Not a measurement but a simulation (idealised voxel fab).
The following is a process module called voxel capacitor over wiring.
Cross-section cut: width 300 nm, square cells of 5 nm.
We lay out every cross-section as a grid of square cells and spell it out in bands from the top down, where one band means one or more rows of cells. First you get the band's top height and its bottom height, in nm, and then the materials it's made of, left to right, with each width in nm. If you see a single material with "everywhere", that one covers the band edge to edge. "air" is empty space. A quick word on heights: they are counted from 0, and under that level the wafer as it came to us is one material throughout. The lowest band is different from the rest in having no bottom; it simply continues downward, written as in "0 nm and below". Think of "30->40" as a width that walks from the first number to the second as you go down the band, top row to bottom row, taking equal-sized steps from row to row. The cross-section has no changed cell in any step marked "no modification". Empty spaces counting at least 8 cells and having no open way to the top are listed in "Closed void listing". The notation width x height at distance is used for each, the distance being from the left edge and all three values in nm. Anything after a step's settings on that line? It's the simulator's own note about the step. When a step includes a mask, the "overlay nm" setting on its line states how far to the right of its planned place that mask lay, and negative values state how far to the left.
This section lists the process steps that were planned:
- 1: op RECEIVE | material Si
- 2: op CONFORMAL_DEP | material SiO2 | thk nm 15
- 3: op DIRECTIONAL_DEP | material TiN | thk nm 5
- 4: op DIRECTIONAL_DEP | material Ru | thk nm 20
- 5: op PATTERN | tone cover | mask id METAL_1 | material resist | width nm 20 | pitch nm 75 | thk nm 20 | overlay nm 0
- 6: op DIRECTIONAL_ETCH | etch materials Ru | depth nm 20
- 7: op DIRECTIONAL_ETCH | etch materials TiN | depth nm 5
- 8: op STRIP | etch materials resist
- 9: op FILL_DEP | material SiO2 | thk nm 5
- 10: op CMP | height nm 40
- 11: op CONFORMAL_DEP | material SiCN | thk nm 5
- 12: op DIRECTIONAL_DEP | material lowk | thk nm 20
- 13: op MASKED_ETCH | tone open | mask id PLUG_1 | width nm 15 | etch materials lowk | depth nm 20 | overlay nm 0
- 14: op MASKED_ETCH | tone open | mask id PLUG_1 | width nm 15 | etch materials SiCN | depth nm 5 | overlay nm 0
- 15: op EPI | material Ru | thk nm 10
- 16: op EPI | material Ru | thk nm 10
- 17: op EPI | material Ru | thk nm 5
- 18: op DIRECTIONAL_DEP | material TiN | thk nm 5
- 19: op DIRECTIONAL_DEP | material SiN | thk nm 5
- 20: op DIRECTIONAL_DEP | material TiN | thk nm 10
- 21: op PATTERN | tone cover | mask id UPPER_PLATE | material resist | width nm 60 | thk nm 20 | overlay nm 0
- 22: op DIRECTIONAL_ETCH | etch materials TiN | depth nm 10
- 23: op DIRECTIONAL_ETCH | etch materials SiN | depth nm 5
- 24: op STRIP | etch materials resist
- 25: op MASKED_ETCH | tone cover | mask id LOWER_PLATE | width nm 70 | etch materials TiN | depth nm 5 | overlay nm 0
- 26: op FILL_DEP | material SiO2 | thk nm 15
- 27: op CMP | height nm 95
- 28: op PATTERN | tone open | mask id PLUG_2 | material resist | width nm 15 | thk nm 15 | overlay nm 0
- 29: op DIRECTIONAL_ETCH | etch materials SiO2 | depth nm 10
- 30: op STRIP | etch materials resist
- 31: op CONFORMAL_DEP | material TiN | thk nm 5
- 32: op FILL_DEP | material W | thk nm 10
- 33: op CMP | height nm 95
- 34: op CONFORMAL_DEP | material SiCN | thk nm 5
Wafer at receipt (post step 1), cross-section:
> 0 nm and below  Si everywhere
> Closed void listing: none
Final wafer profile in cross-section after the module, from the same start and plan as above, with one mistake made during processing:
> 100 nm to 95 nm  SiCN everywhere
> 95 nm to 90 nm  115 of SiO2 | 5 of TiN | 45 of SiN | 135 of SiO2
> 90 nm to 85 nm  100 of SiO2 | 5 of TiN | 10 of SiO2 | 55 of TiN | 130 of SiO2
> 85 nm to 75 nm  105 of lowk | 15 of TiN | 180 of lowk
> 75 nm to 70 nm  105 of lowk | 15 of SiN | 180 of lowk
> 70 nm to 65 nm  105 of lowk | 15 of TiN | 180 of lowk
> 65 nm to 45 nm  lowk everywhere
> 45 nm to 40 nm  SiCN everywhere
> 40 nm to 20 nm  100 of SiO2 | 20 of Ru | 55 of SiO2 | 20 of Ru | 105 of SiO2
> 20 nm to 15 nm  100 of SiO2 | 20 of TiN | 55 of SiO2 | 20 of TiN | 105 of SiO2
> 15 nm to 0 nm  SiO2 everywhere
> 0 nm and below  Si everywhere
> Closed void listing: none
Here's what went sideways: yeah, plan step 12 got run twice
